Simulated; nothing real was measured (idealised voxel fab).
process module | voxel double patterning
cross-section cut | 150 nm wide | cells 5 nm
A cross-section is a grid of square cells, given in bands from the top down. A band is one or more rows of cells.
Each band's line starts with the height of the band's top and of its bottom, in nm. Then come its materials from left to right, each with its width in nm. One material with "throughout" fills the band from edge to edge. "air" is empty space.
Height 0 is the level under which the wafer as received is all one material. The lowest band goes on downwards, as in "0 down".
A width such as "30 to 40" changes by the same amount from each row of cells to the next, from the band's top row to its bottom row.
"no change" after a step means that no cell of the cross-section changed.
closed voids: empty space of 8 cells or more with no open way to the top, each as width x height at its distance from the left edge, in nm
after a step's settings: what the simulator itself notes on the step
overlay nm, on a step with a mask: how far to the right of its planned place the mask lay; to the left if negative
plan
1 op RECEIVE | material Si
2 op CONFORMAL_DEP | material SiN | thk nm 5
3 op DIRECTIONAL_DEP | material SiO2 | thk nm 20
4 op DIRECTIONAL_DEP | material SiCN | thk nm 5
5 op DIRECTIONAL_DEP | material aC | thk nm 10
6 op PATTERN | tone open | mask id FIRST | material resist | width nm 15 | pitch nm 50 | thk nm 25 | overlay nm 0
7 op DIRECTIONAL_ETCH | etch materials aC | depth nm 5
8 op STRIP | etch materials resist
9 op DIRECTIONAL_ETCH | etch materials SiCN | depth nm 5
10 op STRIP | etch materials aC
11 op PATTERN | tone open | mask id SECOND | material resist | width nm 15 | pitch nm 50 | thk nm 15 | overlay nm 0
12 op DIRECTIONAL_ETCH | etch materials SiCN | depth nm 5
13 op STRIP | etch materials resist
14 op DIRECTIONAL_ETCH | etch materials SiO2 | depth nm 20
15 op STRIP | etch materials SiCN
varied across the wafers: depth nm of step 7. The plan shows the first wafer's value. All wafers start alike
first wafer as received, after step 1
  0 down: Si throughout
  closed voids: none
each wafer at the end: cells of each material gained (+) or lost (-) since it was received, then its closed voids
depth nm 5 | +30 SiN | +96 SiO2 | closed voids: none
depth nm 10 | +30 SiN | +60 SiO2 | closed voids: none
depth nm 15 | +30 SiN | +60 SiO2 | closed voids: none
depth nm 20 | +30 SiN | +60 SiO2 | closed voids: none
depth nm 25 | +30 SiN | +60 SiO2 | closed voids: none
